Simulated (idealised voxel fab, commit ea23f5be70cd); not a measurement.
process module | voxel gate over fins
cross-section cut | 290 nm wide | cells 5 nm
A cross-section is a grid of square cells, given in bands from the top down. A band is one or more rows of cells.
Each band's line starts with the height of the band's top and of its bottom, in nm. Then come its materials from left to right, each with its width in nm. One material with "throughout" fills the band from edge to edge. "air" is empty space.
Height 0 is the level under which the wafer as received is all one material. The lowest band goes on downwards, as in "0 down".
A width such as "30 to 40" changes by the same amount from each row of cells to the next, from the band's top row to its bottom row.
"no change" after a step means that no cell of the cross-section changed.
closed voids: empty space of 8 cells or more with no open way to the top, each as width x height at its distance from the left edge, in nm
after a step's settings: what the simulator itself notes on the step
overlay nm, on a step with a mask: how far to the right of its planned place the mask lay; to the left if negative
plan
1 op RECEIVE | material Si
2 op CONFORMAL_DEP | material SiN | thk nm 5
3 op MASKED_ETCH | tone cover | mask id FINS | width nm 15 | pitch nm 35 | etch materials SiN | depth nm 5 | overlay nm 0
4 op MASKED_ETCH | tone cover | mask id FINS | width nm 15 | pitch nm 35 | etch materials Si | depth nm 25 | overlay nm 0
5 op FILL_DEP | material SiO2 | thk nm 5
6 op CMP | height nm 5
7 op SELECTIVE_ETCH | etch materials SiO2 | depth nm 15
8 op STRIP | etch materials SiN
9 op CONFORMAL_DEP | material HfO2 | thk nm 5
10 op CONFORMAL_DEP | material TiN | thk nm 5
11 op FILL_DEP | material W | thk nm 15
12 op CMP | height nm 20
13 op CONFORMAL_DEP | material SiCN | thk nm 5
varied across the wafers: depth nm of step 4. The plan shows the first wafer's value. All wafers start alike
first wafer as received, after step 1
  0 down: Si throughout
  closed voids: none
first wafer at the end, after step 13
  25 to 20: SiCN throughout
  20 to 10: W throughout
  10 to 5: W 110 | TiN 70 | W 110
  5 to 0: W 110 | TiN 5 | HfO2 25 | TiN 10 | HfO2 25 | TiN 5 | W 110
  0 to -5: TiN 115 | HfO2 5 | Si 15 | HfO2 5 | TiN 10 | HfO2 5 | Si 15 | HfO2 5 | TiN 115
  -5 to -10: HfO2 120 | Si 15 | HfO2 20 | Si 15 | HfO2 120
  -10 to -25: SiO2 120 | Si 15 | SiO2 20 | Si 15 | SiO2 120
  -25 down: Si throughout
  closed voids: none
last wafer at the end
  25 to 20: SiCN throughout
  20 to 10: W throughout
  10 to 5: W 110 | TiN 70 | W 110
  5 to 0: W 110 | TiN 5 | HfO2 25 | TiN 10 | HfO2 25 | TiN 5 | W 110
  0 to -5: TiN 115 | HfO2 5 | Si 15 | HfO2 5 | TiN 10 | HfO2 5 | Si 15 | HfO2 5 | TiN 115
  -5 to -10: HfO2 120 | Si 15 | HfO2 20 | Si 15 | HfO2 120
  -10 to -50: SiO2 120 | Si 15 | SiO2 20 | Si 15 | SiO2 120
  -50 down: Si throughout
  closed voids: none
each wafer at the end: cells of each material gained (+) or lost (-) since it was received, then its closed voids
depth nm 25 | +66 HfO2 | -260 Si | +58 SiCN | +156 SiO2 | +66 TiN | +204 W | closed voids: none
depth nm 30 | +66 HfO2 | -312 Si | +58 SiCN | +208 SiO2 | +66 TiN | +204 W | closed voids: none
depth nm 35 | +66 HfO2 | -364 Si | +58 SiCN | +260 SiO2 | +66 TiN | +204 W | closed voids: none
depth nm 40 | +66 HfO2 | -416 Si | +58 SiCN | +312 SiO2 | +66 TiN | +204 W | closed voids: none
depth nm 45 | +66 HfO2 | -468 Si | +58 SiCN | +364 SiO2 | +66 TiN | +204 W | closed voids: none
depth nm 50 | +66 HfO2 | -520 Si | +58 SiCN | +416 SiO2 | +66 TiN | +204 W | closed voids: none
